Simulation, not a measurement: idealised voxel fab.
You're looking at the process module voxel air gaps.
It is cross-section cut that appears here, measuring 285 nm in width, its square cells being 5 nm in size.
A cross-section in this document is a grid of square cells, and it is written down as bands, the top band listed before the ones below it; a band is made up of one or more rows of cells. For a band, the entry starts with two heights in nm, that of the top and then that of the bottom, and carries on with the band's materials in order from left to right, each alongside its width in nm; the word "full width" beside a single material means it fills the band edge to edge, and "empty" means empty space. The level at which height equals 0 is the one under which the wafer, as it arrives, is entirely one material. No lower edge exists for the bottom band, which continues downward and is notated as in "from 0 down". The notation "30 to 40" denotes a width that varies across the rows of cells in the band, beginning at the first number in the top row, finishing at the second number in the bottom row, and changing by an identical amount from each row to the next. It should be understood that the words "remained unchanged", when stated for a given step, signify that the cross-section underwent no change in any of its cells during that step. Empty spaces counting at least 8 cells and having no open way to the top are listed in "Fully sealed cavities". The notation width x height at distance is used for each, the distance being from the left edge and all three values in nm. The remark found on a step's line after its settings is issued by the simulator itself and pertains to that step. Regarding "overlay nm": on a step with a mask, it is the distance the mask lay to the right of its planned place; a negative value places it to the left.

-- Process steps foreseen in the plan
1,RECEIVE, material Si
2,CONFORMAL_DEP, material SiO2, thk nm 10
3,CONFORMAL_DEP, material SiN, thk nm 5
4,DIRECTIONAL_DEP, material SiO2, thk nm 40
5,DIRECTIONAL_DEP, material aC, thk nm 10
6,PATTERN, tone open, mask id LINES, material resist, width nm 25, pitch nm 50, thk nm 30, overlay nm 0
7,DIRECTIONAL_ETCH, etch materials aC, depth nm 10
8,STRIP, etch materials resist
9,DIRECTIONAL_ETCH, etch materials SiO2, depth nm 40
10,STRIP, etch materials aC
11,CONFORMAL_DEP, material TiN, thk nm 5
12,FILL_DEP, material W, thk nm 10
13,CMP, height nm 55
14,EPI, material Ru, thk nm 10
15,SELECTIVE_ETCH, etch materials SiO2, depth nm 50
16,CONFORMAL_DEP, material SiN, thk nm 5

-- This is the cross-section of the wafer as we received it, i.e. after step 1
- from 0 down  Si full width
- Fully sealed cavities: none

-- Cross-section, end of module. Start: as above. Plan: as above. Execution: one mistake
- from 70 to 65  SiN full width
- from 65 to 55  Ru full width
- from 55 to 50  W full width
- from 50 to 45  TiN: 85  W: 15  TiN: 35  W: 15  TiN: 35  W: 15  TiN: 85
- from 45 to 10  SiO2: 80  TiN: 5  W: 15  TiN: 5  SiO2: 25  TiN: 5  W: 15  TiN: 5  SiO2: 25  TiN: 5  W: 15  TiN: 5  SiO2: 80
- from 10 to 5  SiO2: 80  TiN: 25  SiO2: 25  TiN: 25  SiO2: 25  TiN: 25  SiO2: 80
- from 5 to 0  SiN full width
- from 0 down  Si full width
- Fully sealed cavities: none
Plan not followed: it should be noted that step 2 of the plan was omitted and was not performed
